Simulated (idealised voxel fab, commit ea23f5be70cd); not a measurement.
This section sets out a process module, namely voxel transistor to metal.
The figure presents cross-section cut, which has a width of 285 nm and is divided into square cells with an edge length of 5 nm.
Throughout this document, each cross-section is represented as a grid of square cells and is presented as a sequence of bands enumerated from the top downward, where a band comprises one or more rows of cells. Within each band entry, the heights of the top and of the bottom of the band appear first, in that order and in nm; the materials of the band then follow from left to right, each with its corresponding width in nm. The designation "full width" on a single material indicates that it fills the band from edge to edge; the designation "blank" indicates empty space. Below 0: as-received wafer, all one material; heights counted from there. Lowest band: no bottom, goes on down, written "0..down". You'd read "30 to 40" like this: the band's top row of cells is as wide as the first number, its bottom row is as wide as the second, and going down, every row changes width by the same amount as the row before did. "no modifications" for a step: no cell of the cross-section changed in that step. Listed in "Catalogued sealed voids": every empty space of 8 or more cells without an open way to the top. Form: width x height at distance, the distance being from the left edge, all in nm. Anything after a step's settings on that line? It's the simulator's own note about the step. Steps that use a mask can have "overlay nm" on their line. It says how far the mask sat to the right of where it was meant to be. Negative means to the left.

### The planned process steps are enumerated hereunder
step 1: RECEIVE (material Si)
step 2: OXIDIZE (depth nm 5)
step 3: CONFORMAL_DEP (material SiN; thk nm 15)
step 4: DIRECTIONAL_DEP (material aC; thk nm 10)
step 5: PATTERN (tone cover; mask id ACTIVE; material resist; width nm 105; pitch nm 130; thk nm 30; overlay nm 0)
step 6: DIRECTIONAL_ETCH (etch materials aC; depth nm 10)
step 7: STRIP (etch materials resist)
step 8: DIRECTIONAL_ETCH (etch materials SiN; depth nm 15)
step 9: DIRECTIONAL_ETCH (etch materials SiO2; depth nm 5)
step 10: DIRECTIONAL_ETCH (etch materials Si; depth nm 25)
step 11: STRIP (etch materials aC)
step 12: FILL_DEP (material SiO2; thk nm 15)
step 13: CMP (height nm 15)
step 14: SELECTIVE_ETCH (etch materials SiO2; depth nm 5)
step 15: STRIP (etch materials SiN)
step 16: SELECTIVE_ETCH (etch materials SiO2; depth nm 5)
step 17: OXIDIZE (depth nm 5)
step 18: DIRECTIONAL_DEP (material polySi; thk nm 30)
step 19: DIRECTIONAL_DEP (material SiCN; thk nm 15)
step 20: MASKED_ETCH (tone cover; mask id GATE; width nm 35; pitch nm 130; etch materials SiCN; depth nm 25; overlay nm 0)
step 21: MASKED_ETCH (tone cover; mask id GATE; width nm 35; pitch nm 130; etch materials polySi; depth nm 40; overlay nm 0)
step 22: CONFORMAL_DEP (material SiN; thk nm 10)
step 23: DIRECTIONAL_ETCH (etch materials SiN; depth nm 10)
step 24: DIRECTIONAL_ETCH (etch materials SiO2; depth nm 5)
step 25: DIRECTIONAL_ETCH (etch materials Si; depth nm 15)
step 26: EPI (material SiGe; thk nm 20)
step 27: FILL_DEP (material SiO2; thk nm 10)
step 28: CMP (height nm 25)
step 29: STRIP (etch materials polySi)
step 30: SELECTIVE_ETCH (etch materials SiO2; depth nm 5)
step 31: CONFORMAL_DEP (material HfO2; thk nm 5)
step 32: CONFORMAL_DEP (material TiN; thk nm 5)
step 33: FILL_DEP (material W; thk nm 5)
step 34: CMP (height nm 20)
step 35: DIRECTIONAL_DEP (material SiO2; thk nm 10)
step 36: PATTERN (tone open; mask id CONTACT; material resist; width nm 15; thk nm 15; overlay nm 0)
step 37: DIRECTIONAL_ETCH (etch materials SiO2; depth nm 20)
step 38: STRIP (etch materials resist)
step 39: CONFORMAL_DEP (material TiN; thk nm 5)
step 40: FILL_DEP (material Ru; thk nm 10)
step 41: CMP (height nm 30)
step 42: DIRECTIONAL_DEP (material TiN; thk nm 5)
step 43: DIRECTIONAL_DEP (material W; thk nm 15)
step 44: DIRECTIONAL_DEP (material aC; thk nm 15)
step 45: PATTERN (tone cover; mask id METAL_1; material resist; width nm 15; thk nm 30; overlay nm 0)
step 46: DIRECTIONAL_ETCH (etch materials aC; depth nm 15)
step 47: STRIP (etch materials resist)
step 48: DIRECTIONAL_ETCH (etch materials W; depth nm 15)
step 49: DIRECTIONAL_ETCH (etch materials TiN; depth nm 5)
step 50: STRIP (etch materials aC)
step 51: FILL_DEP (material SiO2; thk nm 5)
step 52: CMP (height nm 50)
step 53: CONFORMAL_DEP (material SiCN; thk nm 5)
step 54: DIRECTIONAL_DEP (material lowk; thk nm 25)
step 55: MASKED_ETCH (tone open; mask id METAL_2; width nm 15; pitch nm 130; etch materials lowk; depth nm 15; overlay nm 0)
step 56: DIRECTIONAL_DEP (material aC; thk nm 15)
step 57: PATTERN (tone open; mask id METAL_2_HOLES; material resist; width nm 15; pitch nm 130; thk nm 30; overlay nm 0)
step 58: DIRECTIONAL_ETCH (etch materials aC; depth nm 15)
step 59: STRIP (etch materials resist)
step 60: DIRECTIONAL_ETCH (etch materials lowk; depth nm 10)
step 61: DIRECTIONAL_ETCH (etch materials SiCN; depth nm 5)
step 62: STRIP (etch materials aC)
step 63: CONFORMAL_DEP (material TiN; thk nm 5)
step 64: FILL_DEP (material Cu; thk nm 5)
step 65: CMP (height nm 80)
step 66: CONFORMAL_DEP (material SiCN; thk nm 5)

### Incoming wafer, cross-sectional view, post step 1
0..down  Si full width
Catalogued sealed voids: none

### Cross-sectional image of the first of two wafers at the end of the module, the run having proceeded as planned
85..80  SiCN full width
80..55  30 lowk, then 5 TiN, then 5 Cu, then 5 TiN, then 115 lowk, then 5 TiN, then 5 Cu, then 5 TiN, then 110 lowk
55..50  30 SiCN, then 15 TiN, then 115 SiCN, then 15 TiN, then 110 SiCN
50..35  30 SiO2, then 15 W, then 65 SiO2, then 15 W, then 35 SiO2, then 15 W, then 65 SiO2, then 15 W, then 30 SiO2
35..30  30 SiO2, then 15 TiN, then 65 SiO2, then 15 TiN, then 35 SiO2, then 15 TiN, then 65 SiO2, then 15 TiN, then 30 SiO2
30..20  30 SiO2, then 5 TiN, then 5 Ru, then 5 TiN, then 65 SiO2, then 5 TiN, then 5 Ru, then 5 TiN, then 35 SiO2, then 5 TiN, then 5 Ru, then 5 TiN, then 65 SiO2, then 5 TiN, then 5 Ru, then 5 TiN, then 30 SiO2
20..15  30 SiO2, then 5 TiN, then 5 Ru, then 5 TiN, then 5 SiO2, then 10 SiN, then 5 HfO2, then 5 TiN, then 15 W, then 5 TiN, then 5 HfO2, then 10 SiN, then 5 SiO2, then 5 TiN, then 5 Ru, then 5 TiN, then 35 SiO2, then 5 TiN, then 5 Ru, then 5 TiN, then 5 SiO2, then 10 SiN, then 5 HfO2, then 5 TiN, then 15 W, then 5 TiN, then 5 HfO2, then 10 SiN, then 5 SiO2, then 5 TiN, then 5 Ru, then 5 TiN, then 30 SiO2
15..10  30 SiO2, then 15 TiN, then 5 SiO2, then 10 SiN, then 5 HfO2, then 5 TiN, then 15 W, then 5 TiN, then 5 HfO2, then 10 SiN, then 5 SiO2, then 15 TiN, then 35 SiO2, then 15 TiN, then 5 SiO2, then 10 SiN, then 5 HfO2, then 5 TiN, then 15 W, then 5 TiN, then 5 HfO2, then 10 SiN, then 5 SiO2, then 15 TiN, then 30 SiO2
10..5  25 SiO2, then 25 SiGe, then 10 SiN, then 5 HfO2, then 5 TiN, then 15 W, then 5 TiN, then 5 HfO2, then 10 SiN, then 25 SiGe, then 25 SiO2, then 25 SiGe, then 10 SiN, then 5 HfO2, then 5 TiN, then 15 W, then 5 TiN, then 5 HfO2, then 10 SiN, then 25 SiGe, then 25 SiO2
5..0  20 SiO2, then 10 SiN, then 20 SiGe, then 10 SiN, then 5 HfO2, then 5 TiN, then 15 W, then 5 TiN, then 5 HfO2, then 10 SiN, then 20 SiGe, then 10 SiN, then 15 SiO2, then 10 SiN, then 20 SiGe, then 10 SiN, then 5 HfO2, then 5 TiN, then 15 W, then 5 TiN, then 5 HfO2, then 10 SiN, then 20 SiGe, then 10 SiN, then 20 SiO2
0..-5  20 SiO2, then 10 SiN, then 20 SiGe, then 10 SiN, then 5 HfO2, then 25 TiN, then 5 HfO2, then 10 SiN, then 20 SiGe, then 10 SiN, then 15 SiO2, then 10 SiN, then 20 SiGe, then 10 SiN, then 5 HfO2, then 25 TiN, then 5 HfO2, then 10 SiN, then 20 SiGe, then 10 SiN, then 20 SiO2
-5..-10  30 SiO2, then 20 SiGe, then 5 SiO2, then 45 HfO2, then 5 SiO2, then 20 SiGe, then 35 SiO2, then 20 SiGe, then 5 SiO2, then 45 HfO2, then 5 SiO2, then 20 SiGe, then 30 SiO2
-10..-25  25 SiO2, then 5 Si, then 20 SiGe, then 55 Si, then 20 SiGe, then 5 Si, then 25 SiO2, then 5 Si, then 20 SiGe, then 55 Si, then 20 SiGe, then 5 Si, then 25 SiO2
-25..-30  25 SiO2, then 105 Si, then 25 SiO2, then 105 Si, then 25 SiO2
-30..down  Si full width
Catalogued sealed voids: none

### Cross-section, second wafer: same start as the first, same plan as the first, one mistake in running it; taken at the end of the module
85..80  SiCN full width
80..55  30 lowk, then 5 TiN, then 5 Cu, then 5 TiN, then 115 lowk, then 5 TiN, then 5 Cu, then 5 TiN, then 110 lowk
55..50  30 SiCN, then 15 TiN, then 115 SiCN, then 15 TiN, then 110 SiCN
50..35  30 SiO2, then 15 W, then 65 SiO2, then 15 W, then 35 SiO2, then 15 W, then 65 SiO2, then 15 W, then 30 SiO2
35..25  30 SiO2, then 15 TiN, then 65 SiO2, then 15 TiN, then 35 SiO2, then 15 TiN, then 65 SiO2, then 15 TiN, then 30 SiO2
25..20  50 HfO2, then 10 SiN, then 5 HfO2, then 5 TiN, then 15 W, then 5 TiN, then 5 HfO2, then 10 SiN, then 75 HfO2, then 10 SiN, then 5 HfO2, then 5 TiN, then 15 W, then 5 TiN, then 5 HfO2, then 10 SiN, then 50 HfO2
20..10  50 SiO2, then 10 SiN, then 5 HfO2, then 5 TiN, then 15 W, then 5 TiN, then 5 HfO2, then 10 SiN, then 75 SiO2, then 10 SiN, then 5 HfO2, then 5 TiN, then 15 W, then 5 TiN, then 5 HfO2, then 10 SiN, then 50 SiO2
10..5  25 SiO2, then 25 SiGe, then 10 SiN, then 5 HfO2, then 5 TiN, then 15 W, then 5 TiN, then 5 HfO2, then 10 SiN, then 25 SiGe, then 25 SiO2, then 25 SiGe, then 10 SiN, then 5 HfO2, then 5 TiN, then 15 W, then 5 TiN, then 5 HfO2, then 10 SiN, then 25 SiGe, then 25 SiO2
5..0  20 SiO2, then 10 SiN, then 20 SiGe, then 10 SiN, then 5 HfO2, then 5 TiN, then 15 W, then 5 TiN, then 5 HfO2, then 10 SiN, then 20 SiGe, then 10 SiN, then 15 SiO2, then 10 SiN, then 20 SiGe, then 10 SiN, then 5 HfO2, then 5 TiN, then 15 W, then 5 TiN, then 5 HfO2, then 10 SiN, then 20 SiGe, then 10 SiN, then 20 SiO2
0..-5  20 SiO2, then 10 SiN, then 20 SiGe, then 10 SiN, then 5 HfO2, then 25 TiN, then 5 HfO2, then 10 SiN, then 20 SiGe, then 10 SiN, then 15 SiO2, then 10 SiN, then 20 SiGe, then 10 SiN, then 5 HfO2, then 25 TiN, then 5 HfO2, then 10 SiN, then 20 SiGe, then 10 SiN, then 20 SiO2
-5..-10  30 SiO2, then 20 SiGe, then 5 SiO2, then 45 HfO2, then 5 SiO2, then 20 SiGe, then 35 SiO2, then 20 SiGe, then 5 SiO2, then 45 HfO2, then 5 SiO2, then 20 SiGe, then 30 SiO2
-10..-25  25 SiO2, then 5 Si, then 20 SiGe, then 55 Si, then 20 SiGe, then 5 Si, then 25 SiO2, then 5 Si, then 20 SiGe, then 55 Si, then 20 SiGe, then 5 Si, then 25 SiO2
-25..-30  25 SiO2, then 105 Si, then 25 SiO2, then 105 Si, then 25 SiO2
-30..down  Si full width
Catalogued sealed voids: none
What went wrong in running the wafer? contrary to plan, step 34 was performed as CMP (height nm 25)
at the end the second wafer has, in cells: HfO2: 39 more | Ru: 12 fewer | SiN: 8 more | SiO2: 21 fewer | TiN: 20 fewer | W: 6 more
